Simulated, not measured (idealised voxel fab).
The process module presented herein is designated voxel self aligned vias.
Section shown: cut. Width: 295 nm. Cell size: 5 nm, square.
Throughout this document, each cross-section is represented as a grid of square cells and is presented as a sequence of bands enumerated from the top downward, where a band comprises one or more rows of cells.
It is stipulated that each band's entry specify, in nanometres, the height of the top of the band and then that of its bottom, followed by the materials of the band in left-to-right sequence, each together with its width in nanometres. A single material marked by the word "everywhere" is understood to fill the band from edge to edge; the word "air" is understood to denote empty space.
For the purposes of this specification, 0 denotes the height below which the wafer in its as-received condition is composed wholly of one material, and the lowermost band, lacking a lower limit, extends downward without end, as expressed in "from 0 down".
Think of "30->40" as a width that walks from the first number to the second as you go down the band, top row to bottom row, taking equal-sized steps from row to row.
"remained unchanged", as given for a step, is the statement that not any cell of the cross-section underwent a change during that step.
Each empty space that has no open way to the top and spans at least 8 cells appears under "Completely sealed voids" as width x height at distance, the distance counted from the left edge, all in nm.
Heads up: the bit after the settings on a step's line is the simulator's remark on that step.
overlay nm: mask right of planned place by this much (step with mask). Neg. = left.

**Process steps - plan**
1 RECEIVE | material Si
2 CONFORMAL_DEP | material SiO2 | thk nm 15
3 CONFORMAL_DEP | material SiCN | thk nm 5
4 DIRECTIONAL_DEP | material SiO2 | thk nm 20
5 PATTERN | tone open | mask id LINES | material resist | width nm 30 | pitch nm 65 | thk nm 20 | overlay nm 0
6 DIRECTIONAL_ETCH | etch materials SiO2 | depth nm 20
7 STRIP | etch materials resist
8 CONFORMAL_DEP | material TiN | thk nm 5
9 FILL_DEP | material Ru | thk nm 10
10 CMP | height nm 40
11 SELECTIVE_ETCH | etch materials W Ru TiN | depth nm 10
12 FILL_DEP | material SiN | thk nm 10
13 CMP | height nm 40
14 DIRECTIONAL_DEP | material SiO2 | thk nm 15
15 MASKED_ETCH | tone open | mask id VIAS | width nm 50 | etch materials SiO2 | depth nm 15 | overlay nm 0
16 MASKED_ETCH | tone open | mask id VIAS | width nm 50 | etch materials SiN | depth nm 10 | overlay nm 0
17 CONFORMAL_DEP | material TiN | thk nm 5
18 FILL_DEP | material Ru | thk nm 5
19 CMP | height nm 55
20 CONFORMAL_DEP | material SiCN | thk nm 5

**Below: the first of two wafers, run as planned**

**Cross-section of the incoming wafer, state after step 1**
from 0 down: Si everywhere
Completely sealed voids: none

**The following cross-section depicts the wafer upon completion of step 2**
from 15 to 0: SiO2 everywhere
Under the height 0 nothing was changed.

**The following cross-section depicts the wafer upon completion of step 3**
from 20 to 15: SiCN everywhere
Under the height 15 nothing was changed.

**The following cross-section depicts the wafer upon completion of step 4**
from 40 to 20: SiO2 everywhere
Under the height 20 nothing was changed.

**The following cross-section depicts the wafer upon completion of step 5**
from 60 to 40: resist 100 nm; air 30 nm; resist 35 nm; air 30 nm; resist 100 nm
Under the height 40 nothing was changed.

**The following cross-section depicts the wafer upon completion of step 6**
from 60 to 40: resist 100 nm; air 30 nm; resist 35 nm; air 30 nm; resist 100 nm
from 40 to 20: SiO2 100 nm; air 30 nm; SiO2 35 nm; air 30 nm; SiO2 100 nm
Under the height 20 nothing was changed.

**The following cross-section depicts the wafer upon completion of step 7**
from 40 to 20: SiO2 100 nm; air 30 nm; SiO2 35 nm; air 30 nm; SiO2 100 nm
Under the height 20 nothing was changed.

**The following cross-section depicts the wafer upon completion of step 8**
from 45 to 40: TiN 105 nm; air 20 nm; TiN 45 nm; air 20 nm; TiN 105 nm
from 40 to 25: SiO2 100 nm; TiN 5 nm; air 20 nm; TiN 5 nm; SiO2 35 nm; TiN 5 nm; air 20 nm; TiN 5 nm; SiO2 100 nm
from 25 to 20: SiO2 100 nm; TiN 30 nm; SiO2 35 nm; TiN 30 nm; SiO2 100 nm
Under the height 20 nothing was changed.

**The following cross-section depicts the wafer upon completion of step 9**
from 55 to 45: Ru everywhere
from 45 to 40: TiN 105 nm; Ru 20 nm; TiN 45 nm; Ru 20 nm; TiN 105 nm
from 40 to 25: SiO2 100 nm; TiN 5 nm; Ru 20 nm; TiN 5 nm; SiO2 35 nm; TiN 5 nm; Ru 20 nm; TiN 5 nm; SiO2 100 nm
Under the height 25 nothing was changed.

**The following cross-section depicts the wafer upon completion of step 10**
from 40 to 25: SiO2 100 nm; TiN 5 nm; Ru 20 nm; TiN 5 nm; SiO2 35 nm; TiN 5 nm; Ru 20 nm; TiN 5 nm; SiO2 100 nm
Under the height 25 nothing was changed.

**The following cross-section depicts the wafer upon completion of step 11**
from 40 to 30: SiO2 100 nm; air 30 nm; SiO2 35 nm; air 30 nm; SiO2 100 nm
Under the height 30 nothing was changed.

**The following cross-section depicts the wafer upon completion of step 12**
from 50 to 40: SiN everywhere
from 40 to 30: SiO2 100 nm; SiN 30 nm; SiO2 35 nm; SiN 30 nm; SiO2 100 nm
Under the height 30 nothing was changed.

**The following cross-section depicts the wafer upon completion of step 13**
from 40 to 30: SiO2 100 nm; SiN 30 nm; SiO2 35 nm; SiN 30 nm; SiO2 100 nm
Under the height 30 nothing was changed.

**The following cross-section depicts the wafer upon completion of step 14**
from 55 to 40: SiO2 everywhere
Under the height 40 nothing was changed.

**The following cross-section depicts the wafer upon completion of step 15**
from 55 to 40: SiO2 90 nm; air 50 nm; SiO2 155 nm
Under the height 40 nothing was changed.

**The following cross-section depicts the wafer upon completion of step 16**
from 55 to 40: SiO2 90 nm; air 50 nm; SiO2 155 nm
from 40 to 30: SiO2 100 nm; air 30 nm; SiO2 35 nm; SiN 30 nm; SiO2 100 nm
Under the height 30 nothing was changed.

**The following cross-section depicts the wafer upon completion of step 17**
from 60 to 55: TiN 95 nm; air 40 nm; TiN 160 nm
from 55 to 45: SiO2 90 nm; TiN 5 nm; air 40 nm; TiN 5 nm; SiO2 155 nm
from 45 to 40: SiO2 90 nm; TiN 15 nm; air 20 nm; TiN 15 nm; SiO2 155 nm
from 40 to 35: SiO2 100 nm; TiN 5 nm; air 20 nm; TiN 5 nm; SiO2 35 nm; SiN 30 nm; SiO2 100 nm
from 35 to 30: SiO2 100 nm; TiN 30 nm; SiO2 35 nm; SiN 30 nm; SiO2 100 nm
Under the height 30 nothing was changed.

**The following cross-section depicts the wafer upon completion of step 18**
from 65 to 60: Ru everywhere
from 60 to 55: TiN 95 nm; Ru 40 nm; TiN 160 nm
from 55 to 45: SiO2 90 nm; TiN 5 nm; Ru 40 nm; TiN 5 nm; SiO2 155 nm
from 45 to 40: SiO2 90 nm; TiN 15 nm; Ru 20 nm; TiN 15 nm; SiO2 155 nm
from 40 to 35: SiO2 100 nm; TiN 5 nm; Ru 20 nm; TiN 5 nm; SiO2 35 nm; SiN 30 nm; SiO2 100 nm
Under the height 35 nothing was changed.

**The following cross-section depicts the wafer upon completion of step 19**
from 55 to 45: SiO2 90 nm; TiN 5 nm; Ru 40 nm; TiN 5 nm; SiO2 155 nm
Under the height 45 nothing was changed.

**The following cross-section depicts the wafer upon completion of step 20**
from 60 to 55: SiCN everywhere
Under the height 55 nothing was changed.

**second wafer: like start, like plan, one mistake. Through step 14 it matches the first wafer**

**Cross-section of the second wafer at the time step 15 of the plan should have ended**
from 55 to 40: SiO2 90 nm; air 55 nm; SiO2 150 nm
Under the height 40 nothing was changed.

**Cross-section of the second wafer at the time step 16 of the plan should have ended**
from 55 to 40: SiO2 90 nm; air 55 nm; SiO2 150 nm
from 40 to 30: SiO2 100 nm; air 30 nm; SiO2 35 nm; SiN 30 nm; SiO2 100 nm
Under the height 30 nothing was changed.

**Cross-section of the second wafer at the time step 17 of the plan should have ended**
from 60 to 55: TiN 95 nm; air 45 nm; TiN 155 nm
from 55 to 45: SiO2 90 nm; TiN 5 nm; air 45 nm; TiN 5 nm; SiO2 150 nm
from 45 to 40: SiO2 90 nm; TiN 15 nm; air 20 nm; TiN 20 nm; SiO2 150 nm
from 40 to 35: SiO2 100 nm; TiN 5 nm; air 20 nm; TiN 5 nm; SiO2 35 nm; SiN 30 nm; SiO2 100 nm
from 35 to 30: SiO2 100 nm; TiN 30 nm; SiO2 35 nm; SiN 30 nm; SiO2 100 nm
Under the height 30 nothing was changed.

**Cross-section of the second wafer at the time step 18 of the plan should have ended**
from 65 to 60: Ru everywhere
from 60 to 55: TiN 95 nm; Ru 45 nm; TiN 155 nm
from 55 to 45: SiO2 90 nm; TiN 5 nm; Ru 45 nm; TiN 5 nm; SiO2 150 nm
from 45 to 40: SiO2 90 nm; TiN 15 nm; Ru 20 nm; TiN 20 nm; SiO2 150 nm
from 40 to 35: SiO2 100 nm; TiN 5 nm; Ru 20 nm; TiN 5 nm; SiO2 35 nm; SiN 30 nm; SiO2 100 nm
Under the height 35 nothing was changed.

**Cross-section of the second wafer at the time step 19 of the plan should have ended**
from 55 to 45: SiO2 90 nm; TiN 5 nm; Ru 45 nm; TiN 5 nm; SiO2 150 nm
Under the height 45 nothing was changed.

**Cross-section of the second wafer at the time step 20 of the plan should have ended**
from 60 to 55: SiCN everywhere
Under the height 55 nothing was changed.
what went wrong: the process deviated at step 15: the operation and settings actually run there were MASKED_ETCH | tone open | mask id VIAS | width nm 55 | etch materials SiO2 | depth nm 15 | overlay nm 0
Upon completion, the second wafer contains, in terms of cells, a greater or smaller amount of certain materials than the first wafer: +2 Ru, -3 SiO2, +1 TiN
